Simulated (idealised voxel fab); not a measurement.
This is a process module. Its name is voxel trench capacitor.
Cross-section cut: width 170 nm, square cells of 5 nm.
Cross-section, as written here: a square-cell grid given band by band from the top down, where a band holds one or more rows of cells. In this notation a band is specified by the heights of its top and bottom, in that order and in nm, after which its materials appear from left to right, each paired with its width in nm. The word "full width" attached to a single material means that material fills the band from edge to edge; the word "air" stands for empty space. For the purposes of this specification, 0 denotes the height below which the wafer in its as-received condition is composed wholly of one material, and the lowermost band, lacking a lower limit, extends downward without end, as expressed in "from 0 down". The expression "30..40" gives the width at the extremes of the band, the first number at its top row of cells and the second at its bottom row, with the width changing by equal amounts from each row to the next in between. Where the words "no modifications" appear for a step, the cross-section shows no cell changed by that step; every cell remained as before. In "Voids, sealed" the enclosed voids are listed, meaning empty spaces of 8 cells or larger without any opening to the top. The form is width x height at distance, distance from the left edge, units nm. What comes after the settings on a step's line is commentary from the simulator itself on that step. overlay nm: on a step with a mask, how far right of its planned place the mask lay; negative means left.
Below is the list of planned process steps
1,RECEIVE,material Si
2,CONFORMAL_DEP,material SiN,thk nm 10
3,DIRECTIONAL_DEP,material aC,thk nm 15
4,PATTERN,tone open,mask id TRENCH,material resist,width nm 25,pitch nm 45,thk nm 35,overlay nm 0
5,DIRECTIONAL_ETCH,etch materials aC,depth nm 15
6,STRIP,etch materials resist
7,DIRECTIONAL_ETCH,etch materials SiN,depth nm 10
8,DIRECTIONAL_ETCH,etch materials Si,depth nm 40
9,STRIP,etch materials aC
10,CONFORMAL_DEP,material Al2O3,thk nm 5
11,CONFORMAL_DEP,material TiN,thk nm 5
12,FILL_DEP,material W,thk nm 5
13,CMP,height nm 10
Cross-section: wafer on arrival = after step 1
    from 0 down  Si full width
    Voids, sealed: none
Look at the cross-section after the module: the wafer started out the way shown above and the plan was the one shown above, yet one mistake was made along the way
    from 10 to 0  35 nm SiN | 5 nm Al2O3 | 5 nm TiN | 5 nm W | 5 nm TiN | 5 nm Al2O3 | 20 nm SiN | 5 nm Al2O3 | 5 nm TiN | 5 nm W | 5 nm TiN | 5 nm Al2O3 | 20 nm SiN | 5 nm Al2O3 | 5 nm TiN | 5 nm W | 5 nm TiN | 5 nm Al2O3 | 20 nm SiN
    from 0 to -30  35 nm Si | 5 nm Al2O3 | 5 nm TiN | 5 nm W | 5 nm TiN | 5 nm Al2O3 | 20 nm Si | 5 nm Al2O3 | 5 nm TiN | 5 nm W | 5 nm TiN | 5 nm Al2O3 | 20 nm Si | 5 nm Al2O3 | 5 nm TiN | 5 nm W | 5 nm TiN | 5 nm Al2O3 | 20 nm Si
    from -30 to -35  35 nm Si | 5 nm Al2O3 | 15 nm TiN | 5 nm Al2O3 | 20 nm Si | 5 nm Al2O3 | 15 nm TiN | 5 nm Al2O3 | 20 nm Si | 5 nm Al2O3 | 15 nm TiN | 5 nm Al2O3 | 20 nm Si
    from -35 to -40  35 nm Si | 25 nm Al2O3 | 20 nm Si | 25 nm Al2O3 | 20 nm Si | 25 nm Al2O3 | 20 nm Si
    from -40 down  Si full width
    Voids, sealed: none
The mistake made against the process plan was this: step 4 ran with different settings than intended, the actual operation and settings being PATTERN,tone open,mask id TRENCH,material resist,width nm 25,pitch nm 45,thk nm 35,overlay nm 10
